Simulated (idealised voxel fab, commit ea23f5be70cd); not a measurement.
Process module heading - voxel self aligned vias
The width of the displayed cross-section, cut, is 250 nm; its cells are square, with a size of 5 nm.
A cross-section is a grid of square cells, given in bands from the top down. A band is one or more rows of cells.
Each band's line starts with the height of the band's top and of its bottom, in nm. Then come its materials from left to right, each with its width in nm. One material with "full width" fills the band from edge to edge. "blank" is empty space.
Below 0: as-received wafer, all one material; heights counted from there. Lowest band: no bottom, goes on down, written "top 0, no bottom".
The two numbers in a width such as "30 to 40" mark its ends across the band: the first belongs to the top row of cells, the second to the bottom row, and from each row to the next the width moves by the same amount.
Reading "no modifications" for a step: not a cell of the cross-section changed in it.
Enclosed voids (no open way to top), threshold 8 cells or more, entry "Voids, sealed", notation width x height at distance, distance from left edge, nm.
Step line, after settings: the simulator's comment on this step.
What "overlay nm" on a step's line means: if the step has a mask, that mask lay this far to the right of its planned place, or, when the value is negative, to the left.
Intended process steps
1,RECEIVE with material Si
2,CONFORMAL_DEP with material SiO2, thk nm 15
3,CONFORMAL_DEP with material SiCN, thk nm 5
4,DIRECTIONAL_DEP with material SiO2, thk nm 25
5,MASKED_ETCH with tone open, mask id LINES, width nm 25, pitch nm 65, etch materials SiO2, depth nm 25, overlay nm 0
6,CONFORMAL_DEP with material TiN, thk nm 5
7,FILL_DEP with material W, thk nm 5
8,CMP with height nm 45
9,SELECTIVE_ETCH with etch materials W Ru TiN, depth nm 10
10,FILL_DEP with material SiN, thk nm 10
11,CMP with height nm 45
12,DIRECTIONAL_DEP with material SiO2, thk nm 20
13,MASKED_ETCH with tone open, mask id VIAS, width nm 35, pitch nm 65, etch materials SiO2, depth nm 20, overlay nm 0
14,MASKED_ETCH with tone open, mask id VIAS, width nm 35, pitch nm 65, etch materials SiN, depth nm 10, overlay nm 0
15,CONFORMAL_DEP with material TiN, thk nm 5
16,FILL_DEP with material W, thk nm 10
17,CMP with height nm 65
18,CONFORMAL_DEP with material SiN, thk nm 5
So, the first of our two wafers, run just as we planned it
As-received state of the wafer in cross-section, equivalent to post-step 1
> top 0, no bottom  Si full width
> Voids, sealed: none
Wafer xsec, post step 2
> top 15, bottom 0  SiO2 full width
> Everything below 0 is unchanged.
Wafer xsec, post step 3
> top 20, bottom 15  SiCN full width
> Everything below 15 is unchanged.
Wafer xsec, post step 4
> top 45, bottom 20  SiO2 full width
> Everything below 20 is unchanged.
Wafer xsec, post step 5
> top 45, bottom 20  80 nm SiO2 / 25 nm blank / 40 nm SiO2 / 25 nm blank / 80 nm SiO2
> Everything below 20 is unchanged.
Wafer xsec, post step 6
> top 50, bottom 45  85 nm TiN / 15 nm blank / 50 nm TiN / 15 nm blank / 85 nm TiN
> top 45, bottom 25  80 nm SiO2 / 5 nm TiN / 15 nm blank / 5 nm TiN / 40 nm SiO2 / 5 nm TiN / 15 nm blank / 5 nm TiN / 80 nm SiO2
> top 25, bottom 20  80 nm SiO2 / 25 nm TiN / 40 nm SiO2 / 25 nm TiN / 80 nm SiO2
> Everything below 20 is unchanged.
Wafer xsec, post step 7
> top 55, bottom 50  W full width
> top 50, bottom 45  85 nm TiN / 15 nm W / 50 nm TiN / 15 nm W / 85 nm TiN
> top 45, bottom 25  80 nm SiO2 / 5 nm TiN / 15 nm W / 5 nm TiN / 40 nm SiO2 / 5 nm TiN / 15 nm W / 5 nm TiN / 80 nm SiO2
> Everything below 25 is unchanged.
Wafer xsec, post step 8
> top 45, bottom 25  80 nm SiO2 / 5 nm TiN / 15 nm W / 5 nm TiN / 40 nm SiO2 / 5 nm TiN / 15 nm W / 5 nm TiN / 80 nm SiO2
> Everything below 25 is unchanged.
Wafer xsec, post step 9
> top 45, bottom 35  80 nm SiO2 / 25 nm blank / 40 nm SiO2 / 25 nm blank / 80 nm SiO2
> Everything below 35 is unchanged.
Wafer xsec, post step 10
> top 55, bottom 45  SiN full width
> top 45, bottom 35  80 nm SiO2 / 25 nm SiN / 40 nm SiO2 / 25 nm SiN / 80 nm SiO2
> Everything below 35 is unchanged.
Wafer xsec, post step 11
> top 45, bottom 35  80 nm SiO2 / 25 nm SiN / 40 nm SiO2 / 25 nm SiN / 80 nm SiO2
> Everything below 35 is unchanged.
Wafer xsec, post step 12
> top 65, bottom 45  SiO2 full width
> Everything below 45 is unchanged.
Wafer xsec, post step 13
> top 65, bottom 45  75 nm SiO2 / 35 nm blank / 30 nm SiO2 / 35 nm blank / 75 nm SiO2
> Everything below 45 is unchanged.
Wafer xsec, post step 14
> top 65, bottom 45  75 nm SiO2 / 35 nm blank / 30 nm SiO2 / 35 nm blank / 75 nm SiO2
> top 45, bottom 35  80 nm SiO2 / 25 nm blank / 40 nm SiO2 / 25 nm blank / 80 nm SiO2
> Everything below 35 is unchanged.
Wafer xsec, post step 15
> top 70, bottom 65  80 nm TiN / 25 nm blank / 40 nm TiN / 25 nm blank / 80 nm TiN
> top 65, bottom 50  75 nm SiO2 / 5 nm TiN / 25 nm blank / 5 nm TiN / 30 nm SiO2 / 5 nm TiN / 25 nm blank / 5 nm TiN / 75 nm SiO2
> top 50, bottom 40  75 to 80 nm SiO2 / 10 to 5 nm TiN / 15 nm blank / 10 to 5 nm TiN / 30 to 40 nm SiO2 / 10 to 5 nm TiN / 15 nm blank / 10 to 5 nm TiN / 75 to 80 nm SiO2
> top 40, bottom 35  80 nm SiO2 / 25 nm TiN / 40 nm SiO2 / 25 nm TiN / 80 nm SiO2
> Everything below 35 is unchanged.
Wafer xsec, post step 16
> top 80, bottom 70  W full width
> top 70, bottom 65  80 nm TiN / 25 nm W / 40 nm TiN / 25 nm W / 80 nm TiN
> top 65, bottom 50  75 nm SiO2 / 5 nm TiN / 25 nm W / 5 nm TiN / 30 nm SiO2 / 5 nm TiN / 25 nm W / 5 nm TiN / 75 nm SiO2
> top 50, bottom 40  75 to 80 nm SiO2 / 10 to 5 nm TiN / 15 nm W / 10 to 5 nm TiN / 30 to 40 nm SiO2 / 10 to 5 nm TiN / 15 nm W / 10 to 5 nm TiN / 75 to 80 nm SiO2
> Everything below 40 is unchanged.
Wafer xsec, post step 17
> top 65, bottom 50  75 nm SiO2 / 5 nm TiN / 25 nm W / 5 nm TiN / 30 nm SiO2 / 5 nm TiN / 25 nm W / 5 nm TiN / 75 nm SiO2
> Everything below 50 is unchanged.
Wafer xsec, post step 18
> top 70, bottom 65  SiN full width
> Everything below 65 is unchanged.
Wafer two of the pair: same origin, same plan, one error during the run; identical to wafer one up to and including step 4
Cross-sectional representation of the second wafer at the time designated in the plan for the completion of step 5
> top 45, bottom 20  85 nm SiO2 / 15 nm blank / 50 nm SiO2 / 15 nm blank / 85 nm SiO2
> Everything below 20 is unchanged.
Cross-sectional representation of the second wafer at the time designated in the plan for the completion of step 6
> top 50, bottom 45  90 nm TiN / 5 nm blank / 60 nm TiN / 5 nm blank / 90 nm TiN
> top 45, bottom 25  85 nm SiO2 / 5 nm TiN / 5 nm blank / 5 nm TiN / 50 nm SiO2 / 5 nm TiN / 5 nm blank / 5 nm TiN / 85 nm SiO2
> top 25, bottom 20  85 nm SiO2 / 15 nm TiN / 50 nm SiO2 / 15 nm TiN / 85 nm SiO2
> Everything below 20 is unchanged.
Cross-sectional representation of the second wafer at the time designated in the plan for the completion of step 7
> top 55, bottom 50  W full width
> top 50, bottom 45  90 nm TiN / 5 nm W / 60 nm TiN / 5 nm W / 90 nm TiN
> top 45, bottom 25  85 nm SiO2 / 5 nm TiN / 5 nm W / 5 nm TiN / 50 nm SiO2 / 5 nm TiN / 5 nm W / 5 nm TiN / 85 nm SiO2
> Everything below 25 is unchanged.
Cross-sectional representation of the second wafer at the time designated in the plan for the completion of step 8
> top 45, bottom 25  85 nm SiO2 / 5 nm TiN / 5 nm W / 5 nm TiN / 50 nm SiO2 / 5 nm TiN / 5 nm W / 5 nm TiN / 85 nm SiO2
> Everything below 25 is unchanged.
Cross-sectional representation of the second wafer at the time designated in the plan for the completion of step 9
> top 45, bottom 35  85 nm SiO2 / 15 nm blank / 50 nm SiO2 / 15 nm blank / 85 nm SiO2
> Everything below 35 is unchanged.
Cross-sectional representation of the second wafer at the time designated in the plan for the completion of step 10
> top 55, bottom 45  SiN full width
> top 45, bottom 35  85 nm SiO2 / 15 nm SiN / 50 nm SiO2 / 15 nm SiN / 85 nm SiO2
> Everything below 35 is unchanged.
Cross-sectional representation of the second wafer at the time designated in the plan for the completion of step 11
> top 45, bottom 35  85 nm SiO2 / 15 nm SiN / 50 nm SiO2 / 15 nm SiN / 85 nm SiO2
> Everything below 35 is unchanged.
Cross-sectional representation of the second wafer at the time designated in the plan for the completion of step 12
> top 65, bottom 45  SiO2 full width
> Everything below 45 is unchanged.
Cross-sectional representation of the second wafer at the time designated in the plan for the completion of step 13
> top 65, bottom 45  75 nm SiO2 / 35 nm blank / 30 nm SiO2 / 35 nm blank / 75 nm SiO2
> Everything below 45 is unchanged.
Cross-sectional representation of the second wafer at the time designated in the plan for the completion of step 14
> top 65, bottom 45  75 nm SiO2 / 35 nm blank / 30 nm SiO2 / 35 nm blank / 75 nm SiO2
> top 45, bottom 35  85 nm SiO2 / 15 nm blank / 50 nm SiO2 / 15 nm blank / 85 nm SiO2
> Everything below 35 is unchanged.
Cross-sectional representation of the second wafer at the time designated in the plan for the completion of step 15
> top 70, bottom 65  80 nm TiN / 25 nm blank / 40 nm TiN / 25 nm blank / 80 nm TiN
> top 65, bottom 50  75 nm SiO2 / 5 nm TiN / 25 nm blank / 5 nm TiN / 30 nm SiO2 / 5 nm TiN / 25 nm blank / 5 nm TiN / 75 nm SiO2
> top 50, bottom 40  75 to 85 nm SiO2 / 15 to 5 nm TiN / 5 nm blank / 15 to 5 nm TiN / 30 to 50 nm SiO2 / 15 to 5 nm TiN / 5 nm blank / 15 to 5 nm TiN / 75 to 85 nm SiO2
> top 40, bottom 35  85 nm SiO2 / 15 nm TiN / 50 nm SiO2 / 15 nm TiN / 85 nm SiO2
> Everything below 35 is unchanged.
Cross-sectional representation of the second wafer at the time designated in the plan for the completion of step 16
> top 80, bottom 70  W full width
> top 70, bottom 65  80 nm TiN / 25 nm W / 40 nm TiN / 25 nm W / 80 nm TiN
> top 65, bottom 50  75 nm SiO2 / 5 nm TiN / 25 nm W / 5 nm TiN / 30 nm SiO2 / 5 nm TiN / 25 nm W / 5 nm TiN / 75 nm SiO2
> top 50, bottom 40  75 to 85 nm SiO2 / 15 to 5 nm TiN / 5 nm W / 15 to 5 nm TiN / 30 to 50 nm SiO2 / 15 to 5 nm TiN / 5 nm W / 15 to 5 nm TiN / 75 to 85 nm SiO2
> Everything below 40 is unchanged.
Cross-sectional representation of the second wafer at the time designated in the plan for the completion of step 17
> top 65, bottom 50  75 nm SiO2 / 5 nm TiN / 25 nm W / 5 nm TiN / 30 nm SiO2 / 5 nm TiN / 25 nm W / 5 nm TiN / 75 nm SiO2
> Everything below 50 is unchanged.
Cross-sectional representation of the second wafer at the time designated in the plan for the completion of step 18
> top 70, bottom 65  SiN full width
> Everything below 65 is unchanged.
Misprocessing identified: it should be noted that step 5 was executed with settings other than those planned, the operation and settings actually applied being MASKED_ETCH with tone open, mask id LINES, width nm 15, pitch nm 65, etch materials SiO2, depth nm 25, overlay nm 0
The final cell counts differ between the wafers, with the second having more or fewer of some materials than the first: 20 more of SiO2; 4 fewer of TiN; 16 fewer of W
